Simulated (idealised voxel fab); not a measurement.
This section sets out a process module, namely voxel trench capacitor.
Xsec cut, 265 nm wide, square cell size 5 nm.
Cross-section = grid of square cells, listed top down in bands; band = one or more rows.
Each band's line starts with the height of the band's top and of its bottom, in nm. Then come its materials from left to right, each with its width in nm. One material with "all across" fills the band from edge to edge. "blank" is empty space.
Heights are reckoned from 0. Under this level, the received wafer is all of one material. The bottommost band is open-ended downward, for example "0..down".
Think of "30->40" as a width that walks from the first number to the second as you go down the band, top row to bottom row, taking equal-sized steps from row to row.
"no alteration" -> step changed no cross-section cell.
Look at "Closed void table" for the closed voids: empty spaces with no open path to the top, sized 8 cells or up. Each is width x height at distance, distance from the left edge, all nm.
If you see something after the settings on a step's line, that's the simulator's own remark about that step.
If you see "overlay nm" on a step's line and that step has a mask, it's telling you how far right of where it was planned the mask ended up; a negative number means it went left instead.

# Process steps - plan
- 1: RECEIVE (material Si)
- 2: CONFORMAL_DEP (material SiN; thk nm 5)
- 3: DIRECTIONAL_DEP (material aC; thk nm 10)
- 4: PATTERN (tone open; mask id TRENCH; material resist; width nm 30; pitch nm 60; thk nm 30; overlay nm 0)
- 5: DIRECTIONAL_ETCH (etch materials aC; depth nm 10)
- 6: STRIP (etch materials resist)
- 7: DIRECTIONAL_ETCH (etch materials SiN; depth nm 5)
- 8: DIRECTIONAL_ETCH (etch materials Si; depth nm 40)
- 9: STRIP (etch materials aC)
- 10: CONFORMAL_DEP (material HfO2; thk nm 5)
- 11: CONFORMAL_DEP (material TiN; thk nm 5)
- 12: FILL_DEP (material W; thk nm 5)
- 13: CMP (height nm 5)

# Incoming wafer, cross-sectional view, post step 1
* 0..down | Si all across
* Closed void table: none

# The following cross-section depicts the wafer upon conclusion of the module. Processing commenced from the starting condition illustrated above and adhered to the plan illustrated above, save for one mistake in execution
* 5..0 | W 75 / TiN 5 / HfO2 5 / SiN 30 / HfO2 5 / TiN 5 / W 10 / TiN 5 / HfO2 5 / SiN 30 / HfO2 5 / TiN 5 / W 80
* 0..-30 | W 75 / TiN 5 / HfO2 5 / Si 30 / HfO2 5 / TiN 5 / W 10 / TiN 5 / HfO2 5 / Si 30 / HfO2 5 / TiN 5 / W 80
* -30..-35 | TiN 80 / HfO2 5 / Si 30 / HfO2 5 / TiN 20 / HfO2 5 / Si 30 / HfO2 5 / TiN 85
* -35..-40 | HfO2 85 / Si 30 / HfO2 30 / Si 30 / HfO2 90
* -40..down | Si all across
* Closed void table: none
Deviation noted in wafer processing: step 4 deviated from plan and actually ran as PATTERN (tone cover; mask id TRENCH; material resist; width nm 30; pitch nm 60; thk nm 30; overlay nm 0)
